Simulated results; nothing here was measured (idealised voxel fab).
Process module, titled voxel released beams
Cross-section cut spans 230 nm and uses square cells 5 nm in size.
Bands, listed from the top down, are how a cross-section gets written in this document; the cross-section itself is a grid of square cells, and a band is one or more rows of them.
Band: top height; bottom height; in nm. Then, left to right: material with width in nm, for each material. "everywhere": a single material spanning edge to edge. "air": empty space.
We count height from 0. Below that, the starting wafer is all one material. The lowest band never ends at the bottom but goes on down; see "0 down" for how that is written.
The expression "30->40" gives the width at the extremes of the band, the first number at its top row of cells and the second at its bottom row, with the width changing by equal amounts from each row to the next in between.
No cell of the cross-section changed in a step that is given as "remained unchanged".
Listed in "Trapped voids": every empty space of 8 or more cells without an open way to the top. Form: width x height at distance, the distance being from the left edge, all in nm.
Text after the settings on a step's line: the simulator's own remark on that step.
The setting "overlay nm" may be written on the line of a step. When the step uses a mask, the value reports how far to the right of the planned place the mask lay, and a negative value reports that it lay to the left.
Reading key. Pairs: pre-step and post-step cross-section, one process step apart; post-step view only to lowest changed band. Step between + settings: beneath pair. Runs: pairs may be from different runs of this module, same starting wafer. Continuation from pair above: only where "Pre-processing view" entry says.
Pre-processing view
* 35 to 25: air: 60, then polySi: 55, then air: 115
* 25 to 20: air: 60, then polySi: 10, then SiO2: 35, then polySi: 10, then air: 115
* 20 to 10: polySi: 70, then SiO2: 35, then polySi: 125
* 10 to 0: Al2O3 everywhere
* 0 down: Si everywhere
* Trapped voids: none
Resulting Structure
* 45 to 35: air: 60, then aC: 55, then air: 115
* 35 to 30: air: 60, then polySi: 55, then air: 115
* 30 to 25: aC: 60, then polySi: 55, then aC: 115
* 25 to 20: aC: 60, then polySi: 10, then SiO2: 35, then polySi: 10, then aC: 115
* For the remainder of the cross-section, below 20, there is no change.
* Trapped voids: none
Which step turns the before cross-section above into the after cross-section? DIRECTIONAL_DEP, material aC, thk nm 10
Pre-processing view: For the state before this step, see the after cross-section of the pair located directly above.
Resulting Structure
* 70 to 45: air: 65, then resist: 95, then air: 70
* 45 to 35: air: 60, then aC: 55, then resist: 45, then air: 70
* 35 to 30: air: 60, then polySi: 55, then resist: 45, then air: 70
* For the remainder of the cross-section, below 30, there is no change.
* Trapped voids: none
Which step turns the before cross-section above into the after cross-section? PATTERN, tone cover, mask id BEAM, material resist, width nm 95, thk nm 25, overlay nm 0
Pre-processing view: For the state before this step, see the after cross-section of the pair located directly above.
Resulting Structure
* 60 to 45: air: 65, then resist: 95, then air: 70
* 45 to 35: air: 65, then aC: 50, then resist: 45, then air: 70
* 35 to 30: air: 60, then polySi: 55, then resist: 45, then air: 70
* 30 to 25: air: 60, then polySi: 55, then aC: 45, then air: 70
* 25 to 20: air: 60, then polySi: 10, then SiO2: 35, then polySi: 10, then aC: 45, then air: 70
* For the remainder of the cross-section, below 20, there is no change.
* Trapped voids: none
Which step turns the before cross-section above into the after cross-section? DIRECTIONAL_ETCH, etch materials aC, depth nm 10
Pre-processing view: For the state before this step, see the after cross-section of the pair located directly above.
Resulting Structure
* 45 to 35: air: 65, then aC: 50, then air: 115
* 35 to 30: air: 60, then polySi: 55, then air: 115
* For the remainder of the cross-section, below 30, there is no change.
* Trapped voids: none
Which step turns the before cross-section above into the after cross-section? STRIP, etch materials resist
Pre-processing view: For the state before this step, see the after cross-section of the pair located directly above.
Resulting Structure
* 45 to 35: air: 65, then aC: 50, then air: 115
* 35 to 30: air: 65, then polySi: 50, then air: 115
* 30 to 25: air: 65, then polySi: 50, then aC: 45, then air: 70
* 25 to 20: air: 60, then polySi: 10, then SiO2: 35, then polySi: 10, then aC: 45, then air: 70
* 20 to 10: air: 60, then polySi: 10, then SiO2: 35, then polySi: 55, then air: 70
* For the remainder of the cross-section, below 10, there is no change.
* Trapped voids: none
Which step turns the before cross-section above into the after cross-section? DIRECTIONAL_ETCH, etch materials polySi, depth nm 10
Pre-processing view: For the state before this step, see the after cross-section of the pair located directly above.
Resulting Structure
* 35 to 25: air: 65, then polySi: 50, then air: 115
* 25 to 20: air: 60, then polySi: 10, then SiO2: 35, then polySi: 10, then air: 115
* For the remainder of the cross-section, below 20, there is no change.
* Trapped voids: none
Which step turns the before cross-section above into the after cross-section? STRIP, etch materials aC
